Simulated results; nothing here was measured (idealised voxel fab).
The process module that follows is named voxel double patterning.
Section cut is 175 nm wide and gridded with 5 nm square cells.
For the purposes of this document, a cross-section shall be understood as a grid of square cells, specified as bands listed in top-to-bottom order, each band consisting of one or more rows of cells.
Top, bottom (nm), then materials left to right with widths (nm); lone material tagged "edge to edge" fills the whole band edge to edge; "blank" = empty space.
Beneath 0, the wafer as received is one material, and that level is where height counting begins. The lowest band goes on downward without a bottom; it is written like "0 and below".
Width spec "30..40" -> top row of cells at first value, bottom row at second value, equal per-row change in between.
No cell of the cross-section changed in a step that is given as "identical to before".
Empty spaces counting at least 8 cells and having no open way to the top are listed in "Trapped voids". The notation width x height at distance is used for each, the distance being from the left edge and all three values in nm.
On a step's line, text after the settings is the simulator commenting on that step.
"overlay nm", when on a step's line for a step with a mask, measures how far to the right of its planned place the mask lay; a negative measure means to the left.
How should the pairs below be read? Each gives the cross-section before one process step and the cross-section after it, the latter drawn only to the lowest band that changed; the step that lies between them, with its settings, appears under the pair. Does a pair pick up where the pair above left off? Only where its entry headed "State on entry" says so, since pairs can come from different runs of this module on the same starting wafer.

# State on entry
    30 down to 10 = SiO2 edge to edge
    10 down to 0 = aC edge to edge
    0 and below = Si edge to edge
    Trapped voids: none

# Step Outcome
    40 down to 30 = SiCN edge to edge
    For the remainder of the cross-section, below 30, there is no change.
    Trapped voids: none
The process step separating the two cross-sections depicted above is as follows: DIRECTIONAL_DEP,material SiCN,thk nm 10

State on entry: the state before this step is the cross-section shown after the step in the pair just above.

# Step Outcome
    40 down to 30 = 55 of SiCN, 15 of blank, 35 of SiCN, 15 of blank, 55 of SiCN
    For the remainder of the cross-section, below 30, there is no change.
    Trapped voids: none
The process step separating the two cross-sections depicted above is as follows: MASKED_ETCH,tone open,mask id FIRST,width nm 15,pitch nm 50,etch materials SiCN,depth nm 10,overlay nm 0

State on entry: the state before this step is the cross-section shown after the step in the pair just above.

# Step Outcome
    55 down to 45 = 55 of aC, 15 of blank, 35 of aC, 15 of blank, 55 of aC
    45 down to 40 = aC edge to edge
    40 down to 30 = 55 of SiCN, 15 of aC, 35 of SiCN, 15 of aC, 55 of SiCN
    For the remainder of the cross-section, below 30, there is no change.
    Trapped voids: none
The process step separating the two cross-sections depicted above is as follows: DIRECTIONAL_DEP,material aC,thk nm 15

State on entry: the state before this step is the cross-section shown after the step in the pair just above.

# Step Outcome
    90 down to 55 = 80 of resist, 15 of blank, 80 of resist
    55 down to 45 = 55 of aC, 15 of resist, 35 of aC, 15 of resist, 55 of aC
    For the remainder of the cross-section, below 45, there is no change.
    Trapped voids: none
The process step separating the two cross-sections depicted above is as follows: PATTERN,tone open,mask id SECOND,material resist,width nm 15,thk nm 35,overlay nm 0

State on entry: the state before this step is the cross-section shown after the step in the pair just above.

# Step Outcome
    75 down to 55 = 80 of resist, 15 of blank, 80 of resist
    55 down to 45 = 55 of aC, 15 of resist, 10 of aC, 15 of blank, 10 of aC, 15 of resist, 55 of aC
    45 down to 40 = 80 of aC, 15 of blank, 80 of aC
    For the remainder of the cross-section, below 40, there is no change.
    Trapped voids: none
The process step separating the two cross-sections depicted above is as follows: DIRECTIONAL_ETCH,etch materials aC,depth nm 15

State on entry: the state before this step is the cross-section shown after the step in the pair just above.

# Step Outcome
    55 down to 45 = 55 of aC, 15 of blank, 10 of aC, 15 of blank, 10 of aC, 15 of blank, 55 of aC
    For the remainder of the cross-section, below 45, there is no change.
    Trapped voids: none
The process step separating the two cross-sections depicted above is as follows: STRIP,etch materials resist

State on entry: the state before this step is the cross-section shown after the step in the pair just above.

# Step Outcome
    55 down to 45 = 55 of aC, 15 of blank, 10 of aC, 15 of blank, 10 of aC, 15 of blank, 55 of aC
    45 down to 40 = 80 of aC, 15 of blank, 80 of aC
    40 down to 30 = 55 of SiCN, 15 of aC, 10 of SiCN, 15 of blank, 10 of SiCN, 15 of aC, 55 of SiCN
    For the remainder of the cross-section, below 30, there is no change.
    Trapped voids: none
The process step separating the two cross-sections depicted above is as follows: DIRECTIONAL_ETCH,etch materials SiCN,depth nm 10

State on entry: the state before this step is the cross-section shown after the step in the pair just above.

# Step Outcome
    40 down to 30 = 55 of SiCN, 15 of blank, 10 of SiCN, 15 of blank, 10 of SiCN, 15 of blank, 55 of SiCN
    For the remainder of the cross-section, below 30, there is no change.
    Trapped voids: none
The process step separating the two cross-sections depicted above is as follows: STRIP,etch materials aC

State on entry: the state before this step is the cross-section shown after the step in the pair just above.

# Step Outcome
    40 down to 30 = 55 of SiCN, 15 of blank, 10 of SiCN, 15 of blank, 10 of SiCN, 15 of blank, 55 of SiCN
    30 down to 10 = 55 of SiO2, 15 of blank, 10 of SiO2, 15 of blank, 10 of SiO2, 15 of blank, 55 of SiO2
    For the remainder of the cross-section, below 10, there is no change.
    Trapped voids: none
The process step separating the two cross-sections depicted above is as follows: DIRECTIONAL_ETCH,etch materials SiO2,depth nm 20

State on entry: the state before this step is the cross-section shown after the step in the pair just above.

# Step Outcome
    30 down to 10 = 55 of SiO2, 15 of blank, 10 of SiO2, 15 of blank, 10 of SiO2, 15 of blank, 55 of SiO2
    For the remainder of the cross-section, below 10, there is no change.
    Trapped voids: none
The process step separating the two cross-sections depicted above is as follows: STRIP,etch materials SiCN

# State on entry
    55 down to 45 = 55 of aC, 15 of blank, 35 of aC, 15 of blank, 55 of aC
    45 down to 40 = aC edge to edge
    40 down to 30 = 55 of SiCN, 15 of aC, 35 of SiCN, 15 of aC, 55 of SiCN
    30 down to 10 = SiO2 edge to edge
    10 down to 0 = SiN edge to edge
    0 and below = Si edge to edge
    Trapped voids: none

# Step Outcome
    90 down to 55 = 80 of blank, 15 of resist, 80 of blank
    For the remainder of the cross-section, below 55, there is no change.
    Trapped voids: none
The process step separating the two cross-sections depicted above is as follows: PATTERN,tone cover,mask id SECOND,material resist,width nm 15,thk nm 35,overlay nm 0

State on entry: the state before this step is the cross-section shown after the step in the pair just above.

# Step Outcome
    75 down to 55 = 80 of blank, 15 of resist, 80 of blank
    55 down to 40 = 80 of blank, 15 of aC, 80 of blank
    40 down to 30 = 55 of SiCN, 15 of blank, 35 of SiCN, 15 of blank, 55 of SiCN
    For the remainder of the cross-section, below 30, there is no change.
    Trapped voids: none
The process step separating the two cross-sections depicted above is as follows: DIRECTIONAL_ETCH,etch materials aC,depth nm 15

State on entry: the state before this step is the cross-section shown after the step in the pair just above.

# Step Outcome
    55 down to 40 = 80 of blank, 15 of aC, 80 of blank
    For the remainder of the cross-section, below 40, there is no change.
    Trapped voids: none
The process step separating the two cross-sections depicted above is as follows: STRIP,etch materials resist

State on entry: the state before this step is the cross-section shown after the step in the pair just above.

# Step Outcome
    55 down to 40 = 80 of blank, 15 of aC, 80 of blank
    40 down to 30 = 80 of blank, 15 of SiCN, 80 of blank
    For the remainder of the cross-section, below 30, there is no change.
    Trapped voids: none
The process step separating the two cross-sections depicted above is as follows: DIRECTIONAL_ETCH,etch materials SiCN,depth nm 10

State on entry: the state before this step is the cross-section shown after the step in the pair just above.

# Step Outcome
    40 down to 30 = 80 of blank, 15 of SiCN, 80 of blank
    For the remainder of the cross-section, below 30, there is no change.
    Trapped voids: none
The process step separating the two cross-sections depicted above is as follows: STRIP,etch materials aC

State on entry: the state before this step is the cross-section shown after the step in the pair just above.

# Step Outcome
    40 down to 30 = 80 of blank, 15 of SiCN, 80 of blank
    30 down to 10 = 80 of blank, 15 of SiO2, 80 of blank
    For the remainder of the cross-section, below 10, there is no change.
    Trapped voids: none
The process step separating the two cross-sections depicted above is as follows: DIRECTIONAL_ETCH,etch materials SiO2,depth nm 20

State on entry: the state before this step is the cross-section shown after the step in the pair just above.

# Step Outcome
    30 down to 10 = 80 of blank, 15 of SiO2, 80 of blank
    For the remainder of the cross-section, below 10, there is no change.
    Trapped voids: none
The process step separating the two cross-sections depicted above is as follows: STRIP,etch materials SiCN
